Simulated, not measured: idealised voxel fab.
Presented below is a process module, voxel double patterning.
Square cell edge 5 nm, section width 165 nm, ID cut.
Cross-sections here: square-cell grids, written as top-down lists of bands, a band being one or more rows of cells.
Per band: top height and bottom height in nm, followed by the left-to-right materials and their widths in nm; "all across" marks a single material spanning edge to edge, "blank" marks empty space.
Counting heights begins at 0, where everything beneath is, in the wafer as received, one material. The lowest band has no bottom; it goes on downwards, as "z 0 and below" shows.
Note: "30..40" means the width goes from the first number (top row of the band) to the second number (bottom row) in equal steps per row of cells.
Any step labelled "remains unaltered" changed none of the cells in the cross-section.
Closed-off voids of 8+ cells (no open route to the top) go in "Closed void catalog", written width x height at distance from the left edge, in nm.
If you see something after the settings on a step's line, that's the simulator's own remark about that step.
The setting "overlay nm" may be written on the line of a step. When the step uses a mask, the value reports how far to the right of the planned place the mask lay, and a negative value reports that it lay to the left.
Set out below are the planned steps of the process
step 1: RECEIVE, material Si
step 2: CONFORMAL_DEP, material SiO2, thk nm 10
step 3: DIRECTIONAL_DEP, material TiN, thk nm 20
step 4: DIRECTIONAL_DEP, material SiCN, thk nm 5
step 5: DIRECTIONAL_DEP, material aC, thk nm 15
step 6: PATTERN, tone open, mask id FIRST, material resist, width nm 15, pitch nm 50, thk nm 35, overlay nm 0
step 7: DIRECTIONAL_ETCH, etch materials aC, depth nm 15
step 8: STRIP, etch materials resist
step 9: DIRECTIONAL_ETCH, etch materials SiCN, depth nm 5
step 10: STRIP, etch materials aC
step 11: PATTERN, tone open, mask id SECOND, material resist, width nm 15, pitch nm 50, thk nm 20, overlay nm 0
step 12: DIRECTIONAL_ETCH, etch materials SiCN, depth nm 5
step 13: STRIP, etch materials resist
step 14: DIRECTIONAL_ETCH, etch materials TiN, depth nm 20
step 15: STRIP, etch materials SiCN
This is the cross-section of the wafer as we received it, i.e. after step 1
    z 0 and below = Si all across
    Closed void catalog: none
First wafer at the end, as planned
    z 30 to 10 = TiN (25)  blank (15)  TiN (10)  blank (15)  TiN (10)  blank (15)  TiN (10)  blank (15)  TiN (10)  blank (15)  TiN (25)
    z 10 to 0 = SiO2 all across
    z 0 and below = Si all across
    Closed void catalog: none
Wafer two (of two), end-of-module cross-section: start = wafer one, plan = wafer one, one run mistake
    z 30 to 10 = TiN (25)  blank (20)  TiN (5)  blank (15)  TiN (10)  blank (20)  TiN (5)  blank (15)  TiN (10)  blank (20)  TiN (20)
    z 10 to 0 = SiO2 all across
    z 0 and below = Si all across
    Closed void catalog: none
What was the processing mistake? off-plan run, step 6, actual operation and settings PATTERN, tone open, mask id FIRST, material resist, width nm 20, pitch nm 50, thk nm 35, overlay nm 0
Bottom line after processing is that, in cells, the second wafer is up or down on some materials versus the first: -12 TiN
